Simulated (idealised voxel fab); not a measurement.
The name of this process module is voxel released beams.
Square cells of 5 nm make up the cross-section cut, whose width is 255 nm.
Cross-section spec: square-cell grid; bands listed top down; each band is one or more rows.
Top height, bottom height, nm. Materials left to right, width each, nm. Single material + "everywhere" = fills band edge to edge. "empty" = empty.
Ref level 0: as-received wafer is one material below here. Bottom band extends down with no lower bound ("0..down").
A two-number width, for instance "30->40", indicates that the width is equal to the first number in the top row of the band and to the second number in the bottom row, and that it changes by a constant amount per row of cells.
When a step is marked "all unchanged", none of the cells in the cross-section changed during that step.
What "Completely sealed voids" gives you is every empty space of 8 cells or more that is cut off from the top. Each appears as width x height at distance, with the distance taken from the left edge and width, height and distance all in nm.
Post-settings text on a step line: simulator's own remark regarding the step.
A step's line can hold "overlay nm"; with a mask on that step, the setting says how far right of the planned place the mask lay, while a negative setting says it lay to the left.

# So here's the lineup of process steps we planned
1) op RECEIVE | material Si
2) op CONFORMAL_DEP | material Al2O3 | thk nm 5
3) op DIRECTIONAL_DEP | material SiO2 | thk nm 15
4) op MASKED_ETCH | tone open | mask id ANCHOR | width nm 35 | etch materials SiO2 | depth nm 15 | overlay nm 0
5) op CONFORMAL_DEP | material W | thk nm 10
6) op DIRECTIONAL_DEP | material aC | thk nm 10
7) op PATTERN | tone cover | mask id BEAM | material resist | width nm 95 | thk nm 30 | overlay nm 0
8) op DIRECTIONAL_ETCH | etch materials aC | depth nm 10
9) op STRIP | etch materials resist
10) op DIRECTIONAL_ETCH | etch materials W | depth nm 10
11) op STRIP | etch materials aC
12) op STRIP | etch materials SiO2

# Cross-section of the incoming wafer, state after step 1
* 0..down  Si everywhere
* Completely sealed voids: none

# End state of the module in cross-section, given the above starting point and plan and one mistake in execution
* 30..20  75 nm empty, 95 nm W, 85 nm empty
* 20..15  Al2O3 everywhere
* 15..0  SiO2 everywhere
* 0..down  Si everywhere
* Completely sealed voids: none
Deviation from plan: steps 2 and 3 swapped
